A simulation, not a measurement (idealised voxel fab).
process module | voxel gate over fins
cross-section cut | 255 nm wide | cells 5 nm
A cross-section is a grid of square cells, given in bands from the top down. A band is one or more rows of cells.
Each band's line starts with the height of the band's top and of its bottom, in nm. Then come its materials from left to right, each with its width in nm. One material with "throughout" fills the band from edge to edge. "air" is empty space.
Height 0 is the level under which the wafer as received is all one material. The lowest band goes on downwards, as in "0 down".
A width such as "30 to 40" changes by the same amount from each row of cells to the next, from the band's top row to its bottom row.
"no change" after a step means that no cell of the cross-section changed.
closed voids: empty space of 8 cells or more with no open way to the top, each as width x height at its distance from the left edge, in nm
after a step's settings: what the simulator itself notes on the step
overlay nm, on a step with a mask: how far to the right of its planned place the mask lay; to the left if negative
plan
1 op RECEIVE | material Si
2 op CONFORMAL_DEP | material SiN | thk nm 5
3 op DIRECTIONAL_DEP | material aC | thk nm 10
4 op PATTERN | tone cover | mask id FINS | material resist | width nm 15 | pitch nm 50 | thk nm 25 | overlay nm 0
5 op DIRECTIONAL_ETCH | etch materials aC | depth nm 10
6 op STRIP | etch materials resist
7 op DIRECTIONAL_ETCH | etch materials SiN | depth nm 5
8 op DIRECTIONAL_ETCH | etch materials Si | depth nm 30
9 op STRIP | etch materials aC
10 op FILL_DEP | material SiO2 | thk nm 15
11 op CMP | height nm 5
12 op MASKED_ETCH | tone open | mask id RAIL | width nm 15 | etch materials SiO2 | depth nm 30 | overlay nm 0
13 op CONFORMAL_DEP | material TiN | thk nm 5
14 op FILL_DEP | material W | thk nm 10
15 op CMP | height nm 5
16 op SELECTIVE_ETCH | etch materials W Ru TiN | depth nm 25
17 op FILL_DEP | material SiO2 | thk nm 5
18 op CMP | height nm 5
19 op SELECTIVE_ETCH | etch materials SiO2 | depth nm 15
20 op STRIP | etch materials SiN
21 op CONFORMAL_DEP | material HfO2 | thk nm 5
22 op CONFORMAL_DEP | material TiN | thk nm 5
23 op CONFORMAL_DEP | material TiAl | thk nm 5
24 op CONFORMAL_DEP | material TiN | thk nm 5
25 op FILL_DEP | material W | thk nm 15
26 op CMP | height nm 30
27 op CONFORMAL_DEP | material SiN | thk nm 5
first wafer, as planned
as received, after step 1
  0 down: Si throughout
  closed voids: none
after step 2
  5 to 0: SiN throughout
  below 0: unchanged
after step 3
  15 to 5: aC throughout
  below 5: unchanged
after step 4
  40 to 15: air 70 | resist 15 | air 35 | resist 15 | air 35 | resist 15 | air 70
  below 15: unchanged
after step 5
  30 to 15: air 70 | resist 15 | air 35 | resist 15 | air 35 | resist 15 | air 70
  15 to 5: air 70 | aC 15 | air 35 | aC 15 | air 35 | aC 15 | air 70
  below 5: unchanged
after step 6
  15 to 5: air 70 | aC 15 | air 35 | aC 15 | air 35 | aC 15 | air 70
  below 5: unchanged
after step 7
  15 to 5: air 70 | aC 15 | air 35 | aC 15 | air 35 | aC 15 | air 70
  5 to 0: air 70 | SiN 15 | air 35 | SiN 15 | air 35 | SiN 15 | air 70
  below 0: unchanged
after step 8
  15 to 5: air 70 | aC 15 | air 35 | aC 15 | air 35 | aC 15 | air 70
  5 to 0: air 70 | SiN 15 | air 35 | SiN 15 | air 35 | SiN 15 | air 70
  0 to -30: air 70 | Si 15 | air 35 | Si 15 | air 35 | Si 15 | air 70
  below -30: unchanged
after step 9
  5 to 0: air 70 | SiN 15 | air 35 | SiN 15 | air 35 | SiN 15 | air 70
  below 0: unchanged
after step 10
  20 to 5: SiO2 throughout
  5 to 0: SiO2 70 | SiN 15 | SiO2 35 | SiN 15 | SiO2 35 | SiN 15 | SiO2 70
  0 to -30: SiO2 70 | Si 15 | SiO2 35 | Si 15 | SiO2 35 | Si 15 | SiO2 70
  below -30: unchanged
after step 11
  5 to 0: SiO2 70 | SiN 15 | SiO2 35 | SiN 15 | SiO2 35 | SiN 15 | SiO2 70
  below 0: unchanged
after step 12
  5 to 0: SiO2 70 | SiN 15 | SiO2 10 | air 15 | SiO2 10 | SiN 15 | SiO2 35 | SiN 15 | SiO2 70
  0 to -25: SiO2 70 | Si 15 | SiO2 10 | air 15 | SiO2 10 | Si 15 | SiO2 35 | Si 15 | SiO2 70
  below -25: unchanged
after step 13
  10 to 5: TiN 100 | air 5 | TiN 150
  5 to 0: SiO2 70 | SiN 15 | SiO2 10 | TiN 5 | air 5 | TiN 5 | SiO2 10 | SiN 15 | SiO2 35 | SiN 15 | SiO2 70
  0 to -20: SiO2 70 | Si 15 | SiO2 10 | TiN 5 | air 5 | TiN 5 | SiO2 10 | Si 15 | SiO2 35 | Si 15 | SiO2 70
  -20 to -25: SiO2 70 | Si 15 | SiO2 10 | TiN 15 | SiO2 10 | Si 15 | SiO2 35 | Si 15 | SiO2 70
  below -25: unchanged
after step 14
  20 to 10: W throughout
  10 to 5: TiN 100 | W 5 | TiN 150
  5 to 0: SiO2 70 | SiN 15 | SiO2 10 | TiN 5 | W 5 | TiN 5 | SiO2 10 | SiN 15 | SiO2 35 | SiN 15 | SiO2 70
  0 to -20: SiO2 70 | Si 15 | SiO2 10 | TiN 5 | W 5 | TiN 5 | SiO2 10 | Si 15 | SiO2 35 | Si 15 | SiO2 70
  below -20: unchanged
after step 15
  5 to 0: SiO2 70 | SiN 15 | SiO2 10 | TiN 5 | W 5 | TiN 5 | SiO2 10 | SiN 15 | SiO2 35 | SiN 15 | SiO2 70
  below 0: unchanged
after step 16
  5 to 0: SiO2 70 | SiN 15 | SiO2 10 | air 15 | SiO2 10 | SiN 15 | SiO2 35 | SiN 15 | SiO2 70
  0 to -20: SiO2 70 | Si 15 | SiO2 10 | air 15 | SiO2 10 | Si 15 | SiO2 35 | Si 15 | SiO2 70
  below -20: unchanged
after step 17
  10 to 5: SiO2 throughout
  5 to 0: SiO2 70 | SiN 15 | SiO2 35 | SiN 15 | SiO2 35 | SiN 15 | SiO2 70
  0 to -20: SiO2 70 | Si 15 | SiO2 35 | Si 15 | SiO2 35 | Si 15 | SiO2 70
  below -20: unchanged
after step 18
  5 to 0: SiO2 70 | SiN 15 | SiO2 35 | SiN 15 | SiO2 35 | SiN 15 | SiO2 70
  below 0: unchanged
after step 19
  5 to 0: air 70 | SiN 15 | air 35 | SiN 15 | air 35 | SiN 15 | air 70
  0 to -10: air 70 | Si 15 | air 35 | Si 15 | air 35 | Si 15 | air 70
  below -10: unchanged
after step 20
  0 to -10: air 70 | Si 15 | air 35 | Si 15 | air 35 | Si 15 | air 70
  below -10: unchanged
after step 21
  5 to 0: air 65 | HfO2 25 | air 25 | HfO2 25 | air 25 | HfO2 25 | air 65
  0 to -5: air 65 | HfO2 5 | Si 15 | HfO2 5 | air 25 | HfO2 5 | Si 15 | HfO2 5 | air 25 | HfO2 5 | Si 15 | HfO2 5 | air 65
  -5 to -10: HfO2 70 | Si 15 | HfO2 35 | Si 15 | HfO2 35 | Si 15 | HfO2 70
  below -10: unchanged
after step 22
  10 to 5: air 60 | TiN 35 | air 15 | TiN 35 | air 15 | TiN 35 | air 60
  5 to 0: air 60 | TiN 5 | HfO2 25 | TiN 5 | air 15 | TiN 5 | HfO2 25 | TiN 5 | air 15 | TiN 5 | HfO2 25 | TiN 5 | air 60
  0 to -5: TiN 65 | HfO2 5 | Si 15 | HfO2 5 | TiN 25 | HfO2 5 | Si 15 | HfO2 5 | TiN 25 | HfO2 5 | Si 15 | HfO2 5 | TiN 65
  below -5: unchanged
after step 23
  15 to 10: air 55 | TiAl 45 | air 5 | TiAl 45 | air 5 | TiAl 45 | air 55
  10 to 5: air 55 | TiAl 5 | TiN 35 | TiAl 5 | air 5 | TiAl 5 | TiN 35 | TiAl 5 | air 5 | TiAl 5 | TiN 35 | TiAl 5 | air 55
  5 to 0: TiAl 60 | TiN 5 | HfO2 25 | TiN 5 | TiAl 15 | TiN 5 | HfO2 25 | TiN 5 | TiAl 15 | TiN 5 | HfO2 25 | TiN 5 | TiAl 60
  below 0: unchanged
after step 24
  20 to 15: air 50 | TiN 155 | air 50
  15 to 10: air 50 | TiN 5 | TiAl 45 | TiN 5 | TiAl 45 | TiN 5 | TiAl 45 | TiN 5 | air 50
  10 to 5: TiN 55 | TiAl 5 | TiN 35 | TiAl 5 | TiN 5 | TiAl 5 | TiN 35 | TiAl 5 | TiN 5 | TiAl 5 | TiN 35 | TiAl 5 | TiN 55
  below 5: unchanged
after step 25
  35 to 20: W throughout
  20 to 15: W 50 | TiN 155 | W 50
  15 to 10: W 50 | TiN 5 | TiAl 45 | TiN 5 | TiAl 45 | TiN 5 | TiAl 45 | TiN 5 | W 50
  below 10: unchanged
after step 26
  30 to 20: W throughout
  below 20: unchanged
after step 27
  35 to 30: SiN throughout
  below 30: unchanged
second wafer: like start, like plan, one mistake. Through step 11 it matches the first wafer
when step 12 should have ended
  5 to 0: air 70 | SiN 15 | air 10 | SiO2 15 | air 10 | SiN 15 | air 35 | SiN 15 | air 70
  0 to -25: air 70 | Si 15 | air 10 | SiO2 15 | air 10 | Si 15 | air 35 | Si 15 | air 70
  below -25: unchanged
when step 13 should have ended
  10 to 5: air 65 | TiN 75 | air 25 | TiN 25 | air 65
  5 to 0: air 65 | TiN 5 | SiN 15 | TiN 10 | SiO2 15 | TiN 10 | SiN 15 | TiN 5 | air 25 | TiN 5 | SiN 15 | TiN 5 | air 65
  0 to -20: air 65 | TiN 5 | Si 15 | TiN 10 | SiO2 15 | TiN 10 | Si 15 | TiN 5 | air 25 | TiN 5 | Si 15 | TiN 5 | air 65
  -20 to -25: TiN 70 | Si 15 | TiN 10 | SiO2 15 | TiN 10 | Si 15 | TiN 35 | Si 15 | TiN 70
  below -25: unchanged
when step 14 should have ended
  20 to 10: W throughout
  10 to 5: W 65 | TiN 75 | W 25 | TiN 25 | W 65
  5 to 0: W 65 | TiN 5 | SiN 15 | TiN 10 | SiO2 15 | TiN 10 | SiN 15 | TiN 5 | W 25 | TiN 5 | SiN 15 | TiN 5 | W 65
  0 to -20: W 65 | TiN 5 | Si 15 | TiN 10 | SiO2 15 | TiN 10 | Si 15 | TiN 5 | W 25 | TiN 5 | Si 15 | TiN 5 | W 65
  below -20: unchanged
when step 15 should have ended
  5 to 0: W 65 | TiN 5 | SiN 15 | TiN 10 | SiO2 15 | TiN 10 | SiN 15 | TiN 5 | W 25 | TiN 5 | SiN 15 | TiN 5 | W 65
  below 0: unchanged
when step 16 should have ended
  5 to 0: air 70 | SiN 15 | air 10 | SiO2 15 | air 10 | SiN 15 | air 35 | SiN 15 | air 70
  0 to -20: air 70 | Si 15 | air 10 | SiO2 15 | air 10 | Si 15 | air 35 | Si 15 | air 70
  below -20: unchanged
when step 17 should have ended
  10 to 5: SiO2 throughout
  5 to 0: SiO2 70 | SiN 15 | SiO2 35 | SiN 15 | SiO2 35 | SiN 15 | SiO2 70
  0 to -20: SiO2 70 | Si 15 | SiO2 35 | Si 15 | SiO2 35 | Si 15 | SiO2 70
  below -20: unchanged
when step 18 should have ended
  5 to 0: SiO2 70 | SiN 15 | SiO2 35 | SiN 15 | SiO2 35 | SiN 15 | SiO2 70
  below 0: unchanged
when step 19 should have ended
  5 to 0: air 70 | SiN 15 | air 35 | SiN 15 | air 35 | SiN 15 | air 70
  0 to -10: air 70 | Si 15 | air 35 | Si 15 | air 35 | Si 15 | air 70
  below -10: unchanged
when step 20 should have ended
  0 to -10: air 70 | Si 15 | air 35 | Si 15 | air 35 | Si 15 | air 70
  below -10: unchanged
when step 21 should have ended
  5 to 0: air 65 | HfO2 25 | air 25 | HfO2 25 | air 25 | HfO2 25 | air 65
  0 to -5: air 65 | HfO2 5 | Si 15 | HfO2 5 | air 25 | HfO2 5 | Si 15 | HfO2 5 | air 25 | HfO2 5 | Si 15 | HfO2 5 | air 65
  -5 to -10: HfO2 70 | Si 15 | HfO2 35 | Si 15 | HfO2 35 | Si 15 | HfO2 70
  below -10: unchanged
when step 22 should have ended
  10 to 5: air 60 | TiN 35 | air 15 | TiN 35 | air 15 | TiN 35 | air 60
  5 to 0: air 60 | TiN 5 | HfO2 25 | TiN 5 | air 15 | TiN 5 | HfO2 25 | TiN 5 | air 15 | TiN 5 | HfO2 25 | TiN 5 | air 60
  0 to -5: TiN 65 | HfO2 5 | Si 15 | HfO2 5 | TiN 25 | HfO2 5 | Si 15 | HfO2 5 | TiN 25 | HfO2 5 | Si 15 | HfO2 5 | TiN 65
  below -5: unchanged
when step 23 should have ended
  15 to 10: air 55 | TiAl 45 | air 5 | TiAl 45 | air 5 | TiAl 45 | air 55
  10 to 5: air 55 | TiAl 5 | TiN 35 | TiAl 5 | air 5 | TiAl 5 | TiN 35 | TiAl 5 | air 5 | TiAl 5 | TiN 35 | TiAl 5 | air 55
  5 to 0: TiAl 60 | TiN 5 | HfO2 25 | TiN 5 | TiAl 15 | TiN 5 | HfO2 25 | TiN 5 | TiAl 15 | TiN 5 | HfO2 25 | TiN 5 | TiAl 60
  below 0: unchanged
when step 24 should have ended
  20 to 15: air 50 | TiN 155 | air 50
  15 to 10: air 50 | TiN 5 | TiAl 45 | TiN 5 | TiAl 45 | TiN 5 | TiAl 45 | TiN 5 | air 50
  10 to 5: TiN 55 | TiAl 5 | TiN 35 | TiAl 5 | TiN 5 | TiAl 5 | TiN 35 | TiAl 5 | TiN 5 | TiAl 5 | TiN 35 | TiAl 5 | TiN 55
  below 5: unchanged
when step 25 should have ended
  35 to 20: W throughout
  20 to 15: W 50 | TiN 155 | W 50
  15 to 10: W 50 | TiN 5 | TiAl 45 | TiN 5 | TiAl 45 | TiN 5 | TiAl 45 | TiN 5 | W 50
  below 10: unchanged
when step 26 should have ended
  30 to 20: W throughout
  below 20: unchanged
when step 27 should have ended
  35 to 30: SiN throughout
  below 30: unchanged
what went wrong: step 12 ran as: op MASKED_ETCH | tone cover | mask id RAIL | width nm 15 | etch materials SiO2 | depth nm 30 | overlay nm 0
at the end the second wafer has, in cells: 36 fewer of SiO2 | 36 more of TiN
